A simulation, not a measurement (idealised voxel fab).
Process module in this document: voxel wiring stack
The width of the displayed cross-section, cut, is 175 nm; its cells are square, with a size of 5 nm.
Cross-section spec: square-cell grid; bands listed top down; each band is one or more rows.
For a band, the entry starts with two heights in nm, that of the top and then that of the bottom, and carries on with the band's materials in order from left to right, each alongside its width in nm; the word "throughout" beside a single material means it fills the band edge to edge, and "air" means empty space.
Counting heights begins at 0, where everything beneath is, in the wafer as received, one material. The lowest band has no bottom; it goes on downwards, as "z 0 and below" shows.
Read "30..40" as a graded width: first number on top, second number at the bottom, same change between each pair of neighbouring rows.
Any step labelled "changes: none" changed none of the cells in the cross-section.
Reported under the label "Voids, sealed" are the empty spaces having no open way to the top and comprising 8 cells or more; the notation for each is width x height at distance, in which the distance is measured from the left edge and all three values are in nm.
Post-settings text on a step line: simulator's own remark regarding the step.
You can add "overlay nm" to a step's line. For a step with a mask, it describes how far the mask lay to the right of its planned position, and a negative number describes a lay to the left.

Process steps (planned):
1) RECEIVE, material Si
2) CONFORMAL_DEP, material SiO2, thk nm 15
3) DIRECTIONAL_DEP, material TiN, thk nm 5
4) DIRECTIONAL_DEP, material W, thk nm 15
5) DIRECTIONAL_DEP, material aC, thk nm 10
6) PATTERN, tone cover, mask id METAL_1, material resist, width nm 25, pitch nm 55, thk nm 25, overlay nm 0
7) DIRECTIONAL_ETCH, etch materials aC, depth nm 10
8) STRIP, etch materials resist
9) DIRECTIONAL_ETCH, etch materials W, depth nm 15
10) DIRECTIONAL_ETCH, etch materials TiN, depth nm 5
11) STRIP, etch materials aC
12) CONFORMAL_DEP, material SiCN, thk nm 5
13) FILL_DEP, material SiO2, thk nm 5
14) CMP, height nm 35
15) CONFORMAL_DEP, material SiCN, thk nm 5
16) DIRECTIONAL_DEP, material lowk, thk nm 30
17) MASKED_ETCH, tone open, mask id METAL_2_HOLES, width nm 15, etch materials lowk, depth nm 30, overlay nm 0
18) MASKED_ETCH, tone open, mask id METAL_2, width nm 25, pitch nm 55, etch materials lowk, depth nm 20, overlay nm 0
19) MASKED_ETCH, tone open, mask id METAL_2, width nm 25, pitch nm 55, etch materials SiCN, depth nm 5, overlay nm 0
20) CONFORMAL_DEP, material TiN, thk nm 5
21) FILL_DEP, material Cu, thk nm 10
22) CMP, height nm 70
23) CONFORMAL_DEP, material SiN, thk nm 5

First of two wafers: run as planned:

As-received state of the wafer in cross-section, equivalent to post-step 1:
> z 0 and below | Si throughout
> Voids, sealed: none

The wafer, seen in cross-section, after step 2:
> z 15 to 0 | SiO2 throughout
> Heights below 0 show no change.

The wafer, seen in cross-section, after step 3:
> z 20 to 15 | TiN throughout
> Heights below 15 show no change.

The wafer, seen in cross-section, after step 4:
> z 35 to 20 | W throughout
> Heights below 20 show no change.

The wafer, seen in cross-section, after step 5:
> z 45 to 35 | aC throughout
> Heights below 35 show no change.

The wafer, seen in cross-section, after step 6:
> z 70 to 45 | air 45 nm | resist 25 nm | air 30 nm | resist 25 nm | air 50 nm
> Heights below 45 show no change.

The wafer, seen in cross-section, after step 7:
> z 60 to 45 | air 45 nm | resist 25 nm | air 30 nm | resist 25 nm | air 50 nm
> z 45 to 35 | air 45 nm | aC 25 nm | air 30 nm | aC 25 nm | air 50 nm
> Heights below 35 show no change.

The wafer, seen in cross-section, after step 8:
> z 45 to 35 | air 45 nm | aC 25 nm | air 30 nm | aC 25 nm | air 50 nm
> Heights below 35 show no change.

The wafer, seen in cross-section, after step 9:
> z 45 to 35 | air 45 nm | aC 25 nm | air 30 nm | aC 25 nm | air 50 nm
> z 35 to 20 | air 45 nm | W 25 nm | air 30 nm | W 25 nm | air 50 nm
> Heights below 20 show no change.

The wafer, seen in cross-section, after step 10:
> z 45 to 35 | air 45 nm | aC 25 nm | air 30 nm | aC 25 nm | air 50 nm
> z 35 to 20 | air 45 nm | W 25 nm | air 30 nm | W 25 nm | air 50 nm
> z 20 to 15 | air 45 nm | TiN 25 nm | air 30 nm | TiN 25 nm | air 50 nm
> Heights below 15 show no change.

The wafer, seen in cross-section, after step 11:
> z 35 to 20 | air 45 nm | W 25 nm | air 30 nm | W 25 nm | air 50 nm
> Heights below 20 show no change.

The wafer, seen in cross-section, after step 12:
> z 40 to 35 | air 40 nm | SiCN 35 nm | air 20 nm | SiCN 35 nm | air 45 nm
> z 35 to 20 | air 40 nm | SiCN 5 nm | W 25 nm | SiCN 5 nm | air 20 nm | SiCN 5 nm | W 25 nm | SiCN 5 nm | air 45 nm
> z 20 to 15 | SiCN 45 nm | TiN 25 nm | SiCN 30 nm | TiN 25 nm | SiCN 50 nm
> Heights below 15 show no change.

The wafer, seen in cross-section, after step 13:
> z 45 to 40 | SiO2 throughout
> z 40 to 35 | SiO2 40 nm | SiCN 35 nm | SiO2 20 nm | SiCN 35 nm | SiO2 45 nm
> z 35 to 20 | SiO2 40 nm | SiCN 5 nm | W 25 nm | SiCN 5 nm | SiO2 20 nm | SiCN 5 nm | W 25 nm | SiCN 5 nm | SiO2 45 nm
> Heights below 20 show no change.

The wafer, seen in cross-section, after step 14:
> z 35 to 20 | SiO2 40 nm | SiCN 5 nm | W 25 nm | SiCN 5 nm | SiO2 20 nm | SiCN 5 nm | W 25 nm | SiCN 5 nm | SiO2 45 nm
> Heights below 20 show no change.

The wafer, seen in cross-section, after step 15:
> z 40 to 35 | SiCN throughout
> Heights below 35 show no change.

The wafer, seen in cross-section, after step 16:
> z 70 to 40 | lowk throughout
> Heights below 40 show no change.

The wafer, seen in cross-section, after step 17:
> z 70 to 40 | lowk 45 nm | air 15 nm | lowk 115 nm
> Heights below 40 show no change.

The wafer, seen in cross-section, after step 18:
> z 70 to 50 | lowk 45 nm | air 25 nm | lowk 30 nm | air 25 nm | lowk 50 nm
> Heights below 50 show no change.

The wafer, seen in cross-section, after step 19:
> z 70 to 50 | lowk 45 nm | air 25 nm | lowk 30 nm | air 25 nm | lowk 50 nm
> z 50 to 40 | lowk 45 nm | air 15 nm | lowk 115 nm
> z 40 to 35 | SiCN 45 nm | air 15 nm | SiCN 115 nm
> Heights below 35 show no change.

The wafer, seen in cross-section, after step 20:
> z 75 to 70 | TiN 50 nm | air 15 nm | TiN 40 nm | air 15 nm | TiN 55 nm
> z 70 to 55 | lowk 45 nm | TiN 5 nm | air 15 nm | TiN 5 nm | lowk 30 nm | TiN 5 nm | air 15 nm | TiN 5 nm | lowk 50 nm
> z 55 to 50 | lowk 45 nm | TiN 5 nm | air 5 nm | TiN 15 nm | lowk 30 nm | TiN 25 nm | lowk 50 nm
> z 50 to 40 | lowk 45 nm | TiN 5 nm | air 5 nm | TiN 5 nm | lowk 115 nm
> z 40 to 35 | SiCN 45 nm | TiN 15 nm | SiCN 115 nm
> Heights below 35 show no change.

The wafer, seen in cross-section, after step 21:
> z 85 to 75 | Cu throughout
> z 75 to 70 | TiN 50 nm | Cu 15 nm | TiN 40 nm | Cu 15 nm | TiN 55 nm
> z 70 to 55 | lowk 45 nm | TiN 5 nm | Cu 15 nm | TiN 5 nm | lowk 30 nm | TiN 5 nm | Cu 15 nm | TiN 5 nm | lowk 50 nm
> z 55 to 50 | lowk 45 nm | TiN 5 nm | Cu 5 nm | TiN 15 nm | lowk 30 nm | TiN 25 nm | lowk 50 nm
> z 50 to 40 | lowk 45 nm | TiN 5 nm | Cu 5 nm | TiN 5 nm | lowk 115 nm
> Heights below 40 show no change.

The wafer, seen in cross-section, after step 22:
> z 70 to 55 | lowk 45 nm | TiN 5 nm | Cu 15 nm | TiN 5 nm | lowk 30 nm | TiN 5 nm | Cu 15 nm | TiN 5 nm | lowk 50 nm
> Heights below 55 show no change.

The wafer, seen in cross-section, after step 23:
> z 75 to 70 | SiN throughout
> Heights below 70 show no change.

Second wafer - shared start and plan with the first - one error in running - same as the first up to step 14 inclusive:

The second wafer in cross-section, at the planned close of step 15:
> z 65 to 35 | lowk throughout
> Heights below 35 show no change.

The second wafer in cross-section, at the planned close of step 16:
> z 70 to 65 | SiCN throughout
> Heights below 65 show no change.

The second wafer in cross-section, at the planned close of step 17: changes: none

The second wafer in cross-section, at the planned close of step 18: changes: none

The second wafer in cross-section, at the planned close of step 19:
> z 70 to 65 | SiCN 45 nm | air 25 nm | SiCN 30 nm | air 25 nm | SiCN 50 nm
> Heights below 65 show no change.

The second wafer in cross-section, at the planned close of step 20:
> z 75 to 70 | TiN 50 nm | air 15 nm | TiN 40 nm | air 15 nm | TiN 55 nm
> z 70 to 65 | SiCN 45 nm | TiN 25 nm | SiCN 30 nm | TiN 25 nm | SiCN 50 nm
> Heights below 65 show no change.

The second wafer in cross-section, at the planned close of step 21:
> z 85 to 75 | Cu throughout
> z 75 to 70 | TiN 50 nm | Cu 15 nm | TiN 40 nm | Cu 15 nm | TiN 55 nm
> Heights below 70 show no change.

The second wafer in cross-section, at the planned close of step 22:
> z 70 to 65 | SiCN 45 nm | TiN 25 nm | SiCN 30 nm | TiN 25 nm | SiCN 50 nm
> Heights below 65 show no change.

The second wafer in cross-section, at the planned close of step 23:
> z 75 to 70 | SiN throughout
> Heights below 70 show no change.
Short version of what went wrong: a sequencing error occurred in which plan steps 15 and 16 were transposed
FYI, end of process, the second wafer has more or fewer cells of some materials than the first: 21 fewer of Cu; 7 fewer of SiCN; 18 fewer of TiN; 46 more of lowk
